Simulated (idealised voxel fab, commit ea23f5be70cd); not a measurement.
process module | voxel gate over fins
cross-section cut | 180 nm wide | cells 5 nm
A cross-section is a grid of square cells, given in bands from the top down. A band is one or more rows of cells.
Each band's line starts with the height of the band's top and of its bottom, in nm. Then come its materials from left to right, each with its width in nm. One material with "throughout" fills the band from edge to edge. "air" is empty space.
Height 0 is the level under which the wafer as received is all one material. The lowest band goes on downwards, as in "0 down".
A width such as "30 to 40" changes by the same amount from each row of cells to the next, from the band's top row to its bottom row.
"no change" after a step means that no cell of the cross-section changed.
closed voids: empty space of 8 cells or more with no open way to the top, each as width x height at its distance from the left edge, in nm
after a step's settings: what the simulator itself notes on the step
overlay nm, on a step with a mask: how far to the right of its planned place the mask lay; to the left if negative
plan
1 op RECEIVE | material Si
2 op CONFORMAL_DEP | material SiN | thk nm 10
3 op MASKED_ETCH | tone cover | mask id FINS | width nm 15 | pitch nm 60 | etch materials SiN | depth nm 10 | overlay nm 0
4 op MASKED_ETCH | tone cover | mask id FINS | width nm 15 | pitch nm 60 | etch materials Si | depth nm 35 | overlay nm 0
5 op FILL_DEP | material SiO2 | thk nm 15
6 op CMP | height nm 10
7 op MASKED_ETCH | tone open | mask id RAIL | width nm 15 | etch materials SiO2 | depth nm 40 | overlay nm 0
8 op CONFORMAL_DEP | material TiN | thk nm 5
9 op FILL_DEP | material W | thk nm 10
10 op CMP | height nm 10
11 op SELECTIVE_ETCH | etch materials W Ru TiN | depth nm 25
12 op FILL_DEP | material SiO2 | thk nm 5
13 op CMP | height nm 10
14 op SELECTIVE_ETCH | etch materials SiO2 | depth nm 20
15 op STRIP | etch materials SiN
16 op CONFORMAL_DEP | material HfO2 | thk nm 5
17 op CONFORMAL_DEP | material TiN | thk nm 5
18 op FILL_DEP | material W | thk nm 10
19 op CMP | height nm 15
20 op CONFORMAL_DEP | material SiCN | thk nm 10
as received, after step 1
  0 down: Si throughout
  closed voids: none
a wafer at the end: this start, this plan, one mistake
  25 to 15: SiCN throughout
  15 to 10: W throughout
  10 to 5: W 40 | TiN 35 | W 25 | TiN 35 | W 45
  5 to 0: W 40 | TiN 5 | HfO2 25 | TiN 5 | W 25 | TiN 5 | HfO2 25 | TiN 5 | W 45
  0 to -5: TiN 45 | HfO2 5 | Si 15 | HfO2 5 | TiN 35 | HfO2 5 | Si 15 | HfO2 5 | TiN 50
  -5 to -10: HfO2 50 | Si 15 | HfO2 45 | Si 15 | HfO2 55
  -10 to -15: SiO2 50 | Si 15 | SiO2 45 | Si 15 | SiO2 55
  -15 to -25: W 45 | TiN 5 | Si 15 | TiN 5 | W 5 | TiN 5 | SiO2 15 | TiN 5 | W 5 | TiN 5 | Si 15 | TiN 5 | W 50
  -25 to -30: TiN 50 | Si 15 | TiN 15 | SiO2 15 | TiN 15 | Si 15 | TiN 55
  -30 to -35: SiO2 50 | Si 15 | SiO2 45 | Si 15 | SiO2 55
  -35 down: Si throughout
  closed voids: none
what went wrong: step 7 ran as: op MASKED_ETCH | tone cover | mask id RAIL | width nm 15 | etch materials SiO2 | depth nm 40 | overlay nm 0
